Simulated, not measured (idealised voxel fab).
The name of this process module is voxel self aligned vias.
The width of the displayed cross-section, cut, is 145 nm; its cells are square, with a size of 5 nm.
A cross-section in this document is a grid of square cells, and it is written down as bands, the top band listed before the ones below it; a band is made up of one or more rows of cells.
Band: top height; bottom height; in nm. Then, left to right: material with width in nm, for each material. "edge to edge": a single material spanning edge to edge. "air": empty space.
Height reference: 0 = level under which incoming wafer is all one material. Lowest band: no bottom, runs on downward, e.g. "z 0 and below".
Width spec "30 to 40" -> top row of cells at first value, bottom row at second value, equal per-row change in between.
The designation "nothing got changed", where it is given for a processing step, indicates that no cell of the cross-section was altered in the course of that step.
Closed-off voids of 8+ cells (no open route to the top) go in "Enclosed cavities", written width x height at distance from the left edge, in nm.
The remark found on a step's line after its settings is issued by the simulator itself and pertains to that step.
overlay nm: for a step with a mask, the amount by which the mask lay right of where it was planned; a negative amount means left of it.

## Steps in the process plan
step 1: RECEIVE [material Si]
step 2: CONFORMAL_DEP [material SiO2] [thk nm 10]
step 3: CONFORMAL_DEP [material SiCN] [thk nm 5]
step 4: DIRECTIONAL_DEP [material SiO2] [thk nm 30]
step 5: DIRECTIONAL_DEP [material aC] [thk nm 10]
step 6: PATTERN [tone open] [mask id LINES] [material resist] [width nm 30] [pitch nm 65] [thk nm 25] [overlay nm 0]
step 7: DIRECTIONAL_ETCH [etch materials aC] [depth nm 10]
step 8: STRIP [etch materials resist]
step 9: DIRECTIONAL_ETCH [etch materials SiO2] [depth nm 30]
step 10: STRIP [etch materials aC]
step 11: CONFORMAL_DEP [material TiN] [thk nm 5]
step 12: FILL_DEP [material W] [thk nm 5]
step 13: CMP [height nm 45]
step 14: SELECTIVE_ETCH [etch materials W Ru TiN] [depth nm 10]
step 15: FILL_DEP [material SiN] [thk nm 10]
step 16: CMP [height nm 45]
step 17: DIRECTIONAL_DEP [material SiO2] [thk nm 20]
step 18: MASKED_ETCH [tone open] [mask id VIAS] [width nm 50] [etch materials SiO2] [depth nm 20] [overlay nm 0]
step 19: MASKED_ETCH [tone open] [mask id VIAS] [width nm 50] [etch materials SiN] [depth nm 10] [overlay nm 0]
step 20: CONFORMAL_DEP [material TiN] [thk nm 5]
step 21: FILL_DEP [material Cu] [thk nm 10]
step 22: CMP [height nm 65]
step 23: CONFORMAL_DEP [material SiCN] [thk nm 5]

## Cross-section, incoming material, after step 1
	z 0 and below = Si edge to edge
	Enclosed cavities: none

## Cross-sectional view of the first of the two wafers upon completion of the module, processed in accordance with the plan
	z 70 to 65 = SiCN edge to edge
	z 65 to 50 = SiO2 (15) / TiN (5) / Cu (40) / TiN (5) / SiO2 (80)
	z 50 to 45 = SiO2 (15) / TiN (15) / Cu (20) / TiN (15) / SiO2 (80)
	z 45 to 40 = SiO2 (25) / TiN (5) / Cu (20) / TiN (5) / SiO2 (35) / SiN (30) / SiO2 (25)
	z 40 to 35 = SiO2 (25) / TiN (30) / SiO2 (35) / SiN (30) / SiO2 (25)
	z 35 to 20 = SiO2 (25) / TiN (5) / W (20) / TiN (5) / SiO2 (35) / TiN (5) / W (20) / TiN (5) / SiO2 (25)
	z 20 to 15 = SiO2 (25) / TiN (30) / SiO2 (35) / TiN (30) / SiO2 (25)
	z 15 to 10 = SiCN edge to edge
	z 10 to 0 = SiO2 edge to edge
	z 0 and below = Si edge to edge
	Enclosed cavities: none

## Cross-section of the latter of the two wafers at module completion. It had an identical start and an identical plan to the former; in running it, one mistake was made
	z 70 to 65 = SiCN edge to edge
	z 65 to 45 = SiO2 (15) / TiN (5) / Cu (40) / TiN (5) / SiO2 (80)
	z 45 to 40 = SiO2 (15) / TiN (5) / Cu (40) / TiN (5) / SiO2 (25) / SiN (30) / SiO2 (25)
	z 40 to 35 = SiO2 (15) / TiN (50) / SiO2 (25) / SiN (30) / SiO2 (25)
	z 35 to 25 = SiO2 (15) / TiN (15) / W (20) / TiN (15) / SiO2 (25) / TiN (5) / W (20) / TiN (5) / SiO2 (25)
	z 25 to 20 = SiO2 (25) / TiN (5) / W (20) / TiN (5) / SiO2 (35) / TiN (5) / W (20) / TiN (5) / SiO2 (25)
	z 20 to 15 = SiO2 (25) / TiN (30) / SiO2 (35) / TiN (30) / SiO2 (25)
	z 15 to 10 = SiCN edge to edge
	z 10 to 0 = SiO2 edge to edge
	z 0 and below = Si edge to edge
	Enclosed cavities: none
what went wrong: step 18 in the plan was executed twice
Wafer comparison, final, in cells, second relative to first, materials more or fewer: Cu: 8 more | SiO2: 16 fewer | TiN: 8 more
